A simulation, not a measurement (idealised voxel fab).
Process module under the name voxel transistor to metal
FYI the section here is cut, 160 nm wide, cells are 5 nm squares.
Each cross-section below is a grid of square cells, stated as bands in top-down order, with one or more rows of cells making up each band.
Within each band entry, the heights of the top and of the bottom of the band appear first, in that order and in nm; the materials of the band then follow from left to right, each with its corresponding width in nm. The designation "full width" on a single material indicates that it fills the band from edge to edge; the designation "blank" indicates empty space.
It should be noted that heights are counted from 0, beneath which the wafer as supplied is of one material throughout, and that the lowest band possesses no lower boundary but continues downward, as written in "top 0, no bottom".
Per-row width for "30 to 40": begins at first number (top row of band), ends at second number (bottom row), increment between rows held constant.
"remained the same" for a step: no cell of the cross-section changed in that step.
Voids, fully enclosed: empty space of 8 cells or more with no open way to the top, each as width x height at its distance from the left edge, in nm
On each step's line, the part that comes after the settings is the simulator's own comment on the step.
The setting "overlay nm" may be written on the line of a step. When the step uses a mask, the value reports how far to the right of the planned place the mask lay, and a negative value reports that it lay to the left.
Intended process steps
- 1: RECEIVE: material Si
- 2: OXIDIZE: depth nm 5
- 3: CONFORMAL_DEP: material SiN, thk nm 10
- 4: PATTERN: tone cover, mask id ACTIVE, material resist, width nm 100, thk nm 20, overlay nm 0
- 5: DIRECTIONAL_ETCH: etch materials SiN, depth nm 10
- 6: DIRECTIONAL_ETCH: etch materials SiO2, depth nm 5
- 7: DIRECTIONAL_ETCH: etch materials Si, depth nm 30
- 8: STRIP: etch materials resist
- 9: OXIDIZE: depth nm 5
- 10: FILL_DEP: material SiO2, thk nm 5
- 11: CMP: height nm 10
- 12: SELECTIVE_ETCH: etch materials SiO2, depth nm 5
- 13: STRIP: etch materials SiN
- 14: SELECTIVE_ETCH: etch materials SiO2, depth nm 5
- 15: OXIDIZE: depth nm 5
- 16: DIRECTIONAL_DEP: material polySi, thk nm 25
- 17: DIRECTIONAL_DEP: material SiCN, thk nm 15
- 18: MASKED_ETCH: tone cover, mask id GATE, width nm 20, etch materials SiCN, depth nm 25, overlay nm 0
- 19: MASKED_ETCH: tone cover, mask id GATE, width nm 20, etch materials polySi, depth nm 35, overlay nm 0
- 20: CONFORMAL_DEP: material SiN, thk nm 5
- 21: DIRECTIONAL_ETCH: etch materials SiN, depth nm 5
- 22: DIRECTIONAL_ETCH: etch materials SiO2, depth nm 5
- 23: EPI: material nSi, thk nm 5
- 24: FILL_DEP: material SiO2, thk nm 5
- 25: CMP: height nm 35
- 26: DIRECTIONAL_DEP: material SiO2, thk nm 15
- 27: PATTERN: tone open, mask id CONTACT, material resist, width nm 20, pitch nm 70, thk nm 20, overlay nm 0
- 28: DIRECTIONAL_ETCH: etch materials SiO2, depth nm 55
- 29: STRIP: etch materials resist
- 30: CONFORMAL_DEP: material TiN, thk nm 5
- 31: FILL_DEP: material W, thk nm 10
- 32: CMP: height nm 50
- 33: CONFORMAL_DEP: material SiN, thk nm 5
- 34: DIRECTIONAL_DEP: material lowk, thk nm 20
- 35: PATTERN: tone open, mask id METAL_1, material resist, width nm 20, pitch nm 70, thk nm 15, overlay nm 0
- 36: DIRECTIONAL_ETCH: etch materials lowk, depth nm 20
- 37: DIRECTIONAL_ETCH: etch materials SiN, depth nm 5
- 38: STRIP: etch materials resist
- 39: CONFORMAL_DEP: material TiN, thk nm 5
- 40: FILL_DEP: material Ru, thk nm 10
- 41: CMP: height nm 75
- 42: CONFORMAL_DEP: material SiCN, thk nm 5
- 43: DIRECTIONAL_DEP: material lowk, thk nm 25
- 44: DIRECTIONAL_DEP: material aC, thk nm 15
- 45: PATTERN: tone open, mask id METAL_2_HOLES, material resist, width nm 15, pitch nm 70, thk nm 35, overlay nm 0
- 46: DIRECTIONAL_ETCH: etch materials aC, depth nm 15
- 47: STRIP: etch materials resist
- 48: DIRECTIONAL_ETCH: etch materials lowk, depth nm 25
- 49: STRIP: etch materials aC
- 50: PATTERN: tone open, mask id METAL_2, material resist, width nm 20, pitch nm 70, thk nm 15, overlay nm 0
- 51: DIRECTIONAL_ETCH: etch materials lowk, depth nm 15
- 52: DIRECTIONAL_ETCH: etch materials SiCN, depth nm 5
- 53: STRIP: etch materials resist
- 54: CONFORMAL_DEP: material TiN, thk nm 5
- 55: FILL_DEP: material Cu, thk nm 10
- 56: CMP: height nm 105
- 57: CONFORMAL_DEP: material SiCN, thk nm 5
Cross-sectional view of the wafer in its as-received condition, corresponding to the state after step 1
	top 0, no bottom = Si full width
	Voids, fully enclosed: none
The first of two wafers, cross-sectioned at the end of the module, with the run proceeding as planned
	top 110, bottom 105 = SiCN full width
	top 105, bottom 95 = lowk: 35; TiN: 5; Cu: 10; TiN: 5; lowk: 50; TiN: 5; Cu: 10; TiN: 5; lowk: 35
	top 95, bottom 90 = lowk: 35; TiN: 5; Cu: 5; TiN: 10; lowk: 50; TiN: 5; Cu: 5; TiN: 10; lowk: 35
	top 90, bottom 80 = lowk: 35; TiN: 5; Cu: 5; TiN: 5; lowk: 55; TiN: 5; Cu: 5; TiN: 5; lowk: 40
	top 80, bottom 75 = SiCN: 35; TiN: 15; SiCN: 55; TiN: 15; SiCN: 40
	top 75, bottom 55 = lowk: 35; TiN: 5; Ru: 10; TiN: 5; lowk: 50; TiN: 5; Ru: 10; TiN: 5; lowk: 35
	top 55, bottom 50 = SiN: 35; TiN: 20; SiN: 50; TiN: 20; SiN: 35
	top 50, bottom 35 = SiO2: 35; TiN: 5; W: 10; TiN: 5; SiO2: 50; TiN: 5; W: 10; TiN: 5; SiO2: 35
	top 35, bottom 20 = SiO2: 35; TiN: 5; W: 10; TiN: 5; SiO2: 10; SiN: 5; SiCN: 20; SiN: 5; SiO2: 10; TiN: 5; W: 10; TiN: 5; SiO2: 35
	top 20, bottom 0 = SiO2: 35; TiN: 5; W: 10; TiN: 5; SiO2: 10; SiN: 5; polySi: 20; SiN: 5; SiO2: 10; TiN: 5; W: 10; TiN: 5; SiO2: 35
	top 0, bottom -5 = SiO2: 25; SiN: 5; SiO2: 5; TiN: 20; SiO2: 10; SiN: 5; polySi: 20; SiN: 5; SiO2: 10; TiN: 20; SiO2: 5; SiN: 5; SiO2: 25
	top -5, bottom -10 = SiO2: 30; nSi: 35; SiO2: 30; nSi: 35; SiO2: 30
	top -10, bottom -40 = SiO2: 35; Si: 90; SiO2: 35
	top -40, no bottom = Si full width
	Voids, fully enclosed: none
Cross-sectional image of the second wafer of the two following completion of the module. Starting state and process plan were the same as for the first wafer; one execution error occurred
	top 110, bottom 105 = SiCN full width
	top 105, bottom 95 = lowk: 35; TiN: 5; Cu: 10; TiN: 5; lowk: 50; TiN: 5; Cu: 10; TiN: 5; lowk: 35
	top 95, bottom 90 = lowk: 35; TiN: 5; Cu: 5; TiN: 10; lowk: 50; TiN: 5; Cu: 5; TiN: 10; lowk: 35
	top 90, bottom 80 = lowk: 35; TiN: 5; Cu: 5; TiN: 5; lowk: 55; TiN: 5; Cu: 5; TiN: 5; lowk: 40
	top 80, bottom 75 = SiCN: 35; TiN: 15; SiCN: 55; TiN: 15; SiCN: 40
	top 75, bottom 55 = lowk: 35; TiN: 5; Ru: 10; TiN: 5; lowk: 50; TiN: 5; Ru: 10; TiN: 5; lowk: 35
	top 55, bottom 50 = SiN: 35; TiN: 20; SiN: 50; TiN: 20; SiN: 35
	top 50, bottom 30 = SiO2: 35; TiN: 5; W: 10; TiN: 5; SiO2: 50; TiN: 5; W: 10; TiN: 5; SiO2: 35
	top 30, bottom 20 = SiO2: 35; TiN: 5; W: 10; TiN: 5; SiO2: 10; SiN: 5; SiCN: 20; SiN: 5; SiO2: 10; TiN: 5; W: 10; TiN: 5; SiO2: 35
	top 20, bottom 0 = SiO2: 35; TiN: 5; W: 10; TiN: 5; SiO2: 10; SiN: 5; polySi: 20; SiN: 5; SiO2: 10; TiN: 5; W: 10; TiN: 5; SiO2: 35
	top 0, bottom -5 = SiO2: 25; SiN: 5; SiO2: 5; TiN: 20; SiO2: 10; SiN: 5; polySi: 20; SiN: 5; SiO2: 10; TiN: 20; SiO2: 5; SiN: 5; SiO2: 25
	top -5, bottom -10 = SiO2: 30; nSi: 35; SiO2: 30; nSi: 35; SiO2: 30
	top -10, bottom -40 = SiO2: 35; Si: 90; SiO2: 35
	top -40, no bottom = Si full width
	Voids, fully enclosed: none
Processing error: step 17 ran as: DIRECTIONAL_DEP: material SiCN, thk nm 10
In the final state, the cell counts of the second wafer exceed or fall short of those of the first for the following materials: SiCN -4, SiN -2, SiO2 +6
